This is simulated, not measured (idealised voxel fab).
process module | voxel capacitor over wiring
cross-section cut | 220 nm wide | cells 5 nm
A cross-section is a grid of square cells, given in bands from the top down. A band is one or more rows of cells.
Each band's line starts with the height of the band's top and of its bottom, in nm. Then come its materials from left to right, each with its width in nm. One material with "throughout" fills the band from edge to edge. "air" is empty space.
Height 0 is the level under which the wafer as received is all one material. The lowest band goes on downwards, as in "0 down".
A width such as "30 to 40" changes by the same amount from each row of cells to the next, from the band's top row to its bottom row.
"no change" after a step means that no cell of the cross-section changed.
closed voids: empty space of 8 cells or more with no open way to the top, each as width x height at its distance from the left edge, in nm
after a step's settings: what the simulator itself notes on the step
overlay nm, on a step with a mask: how far to the right of its planned place the mask lay; to the left if negative
plan
1 op RECEIVE | material Si
2 op CONFORMAL_DEP | material SiO2 | thk nm 15
3 op CONFORMAL_DEP | material SiN | thk nm 5
4 op DIRECTIONAL_DEP | material SiO2 | thk nm 25
5 op MASKED_ETCH | tone open | mask id METAL_1 | width nm 20 | pitch nm 80 | etch materials SiO2 | depth nm 25 | overlay nm 0
6 op MASKED_ETCH | tone open | mask id METAL_1 | width nm 20 | pitch nm 80 | etch materials SiN | depth nm 5 | overlay nm 0
7 op CONFORMAL_DEP | material TiN | thk nm 5
8 op FILL_DEP | material Ru | thk nm 10
9 op CMP | height nm 45
10 op EPI | material Ru | thk nm 5
11 op FILL_DEP | material SiCN | thk nm 5
12 op DIRECTIONAL_DEP | material lowk | thk nm 10
13 op MASKED_ETCH | tone open | mask id PLUG_1 | width nm 15 | etch materials lowk | depth nm 10 | overlay nm 0
14 op MASKED_ETCH | tone open | mask id PLUG_1 | width nm 15 | etch materials SiCN | depth nm 5 | overlay nm 0
15 op EPI | material Ru | thk nm 10
16 op EPI | material Ru | thk nm 5
17 op DIRECTIONAL_DEP | material TiN | thk nm 10
18 op DIRECTIONAL_DEP | material Al2O3 | thk nm 5
19 op DIRECTIONAL_DEP | material TiN | thk nm 10
20 op PATTERN | tone cover | mask id UPPER_PLATE | material resist | width nm 65 | thk nm 20 | overlay nm 0
21 op DIRECTIONAL_ETCH | etch materials TiN | depth nm 10
22 op DIRECTIONAL_ETCH | etch materials Al2O3 | depth nm 5
23 op STRIP | etch materials resist
24 op DIRECTIONAL_DEP | material aC | thk nm 15
25 op PATTERN | tone cover | mask id LOWER_PLATE | material resist | width nm 75 | thk nm 30 | overlay nm 0
26 op DIRECTIONAL_ETCH | etch materials aC | depth nm 15
27 op STRIP | etch materials resist
28 op DIRECTIONAL_ETCH | etch materials TiN | depth nm 10
29 op STRIP | etch materials aC
30 op FILL_DEP | material SiO2 | thk nm 15
31 op CMP | height nm 100
32 op DIRECTIONAL_DEP | material aC | thk nm 15
33 op PATTERN | tone open | mask id PLUG_2 | material resist | width nm 15 | thk nm 35 | overlay nm 0
34 op DIRECTIONAL_ETCH | etch materials aC | depth nm 15
35 op STRIP | etch materials resist
36 op DIRECTIONAL_ETCH | etch materials SiO2 | depth nm 10
37 op STRIP | etch materials aC
38 op CONFORMAL_DEP | material TiN | thk nm 5
39 op FILL_DEP | material Ru | thk nm 5
40 op CMP | height nm 100
41 op CONFORMAL_DEP | material SiN | thk nm 5
as received, after step 1
  0 down: Si throughout
  closed voids: none
a wafer at the end: this start, this plan, one mistake
  105 to 100: aC throughout
  100 to 95: SiO2 75 | TiN 5 | Ru 5 | TiN 5 | SiO2 130
  95 to 90: SiO2 75 | TiN 15 | SiO2 130
  90 to 80: SiO2 65 | TiN 65 | SiO2 90
  80 to 75: SiO2 65 | Al2O3 65 | SiO2 90
  75 to 65: SiO2 60 | TiN 75 | SiO2 85
  65 to 55: lowk 65 | Ru 15 | lowk 140
  55 to 50: SiCN 65 | Ru 15 | SiCN 140
  50 to 45: SiCN 55 | Ru 30 | SiCN 50 | Ru 30 | SiCN 55
  45 to 20: SiO2 60 | TiN 5 | Ru 10 | TiN 5 | SiO2 60 | TiN 5 | Ru 10 | TiN 5 | SiO2 60
  20 to 15: SiN 60 | TiN 20 | SiN 60 | TiN 20 | SiN 60
  15 to 0: SiO2 throughout
  0 down: Si throughout
  closed voids: none
what went wrong: step 41 ran as: op CONFORMAL_DEP | material aC | thk nm 5
